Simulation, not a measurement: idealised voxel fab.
process module | voxel plated lines
cross-section cut | 225 nm wide | cells 5 nm
A cross-section is a grid of square cells, given in bands from the top down. A band is one or more rows of cells.
Each band's line starts with the height of the band's top and of its bottom, in nm. Then come its materials from left to right, each with its width in nm. One material with "throughout" fills the band from edge to edge. "air" is empty space.
Height 0 is the level under which the wafer as received is all one material. The lowest band goes on downwards, as in "0 down".
A width such as "30 to 40" changes by the same amount from each row of cells to the next, from the band's top row to its bottom row.
"no change" after a step means that no cell of the cross-section changed.
closed voids: empty space of 8 cells or more with no open way to the top, each as width x height at its distance from the left edge, in nm
after a step's settings: what the simulator itself notes on the step
overlay nm, on a step with a mask: how far to the right of its planned place the mask lay; to the left if negative
plan
1 op RECEIVE | material Si
2 op CONFORMAL_DEP | material Al2O3 | thk nm 15
3 op DIRECTIONAL_DEP | material TiN | thk nm 5
4 op PATTERN | tone open | mask id LINES | material resist | width nm 30 | pitch nm 55 | thk nm 30 | overlay nm 0
5 op EPI | material Ru | thk nm 5
6 op EPI | material Ru | thk nm 5
7 op STRIP | etch materials resist
8 op DIRECTIONAL_ETCH | etch materials TiN | depth nm 5
9 op CONFORMAL_DEP | material SiO2 | thk nm 10
as received, after step 1
  0 down: Si throughout
  closed voids: none
first wafer at the end, as planned
  40 to 30: air 5 | SiO2 50 | air 5 | SiO2 50 | air 5 | SiO2 50 | air 5 | SiO2 50 | air 5
  30 to 25: air 5 | SiO2 10 | Ru 30 | SiO2 10 | air 5 | SiO2 10 | Ru 30 | SiO2 10 | air 5 | SiO2 10 | Ru 30 | SiO2 10 | air 5 | SiO2 10 | Ru 30 | SiO2 10 | air 5
  25 to 20: SiO2 15 | Ru 30 | SiO2 25 | Ru 30 | SiO2 25 | Ru 30 | SiO2 25 | Ru 30 | SiO2 15
  20 to 15: SiO2 15 | TiN 30 | SiO2 25 | TiN 30 | SiO2 25 | TiN 30 | SiO2 25 | TiN 30 | SiO2 15
  15 to 0: Al2O3 throughout
  0 down: Si throughout
  closed voids: none
second wafer at the end: like start, like plan, one mistake
  30 to 20: SiO2 throughout
  20 to 5: Al2O3 throughout
  5 to 0: TiN throughout
  0 down: Si throughout
  closed voids: none
what went wrong: steps 2 and 3 were swapped
at the end the second wafer has, in cells: 48 fewer of Ru | 48 fewer of SiO2 | 21 more of TiN
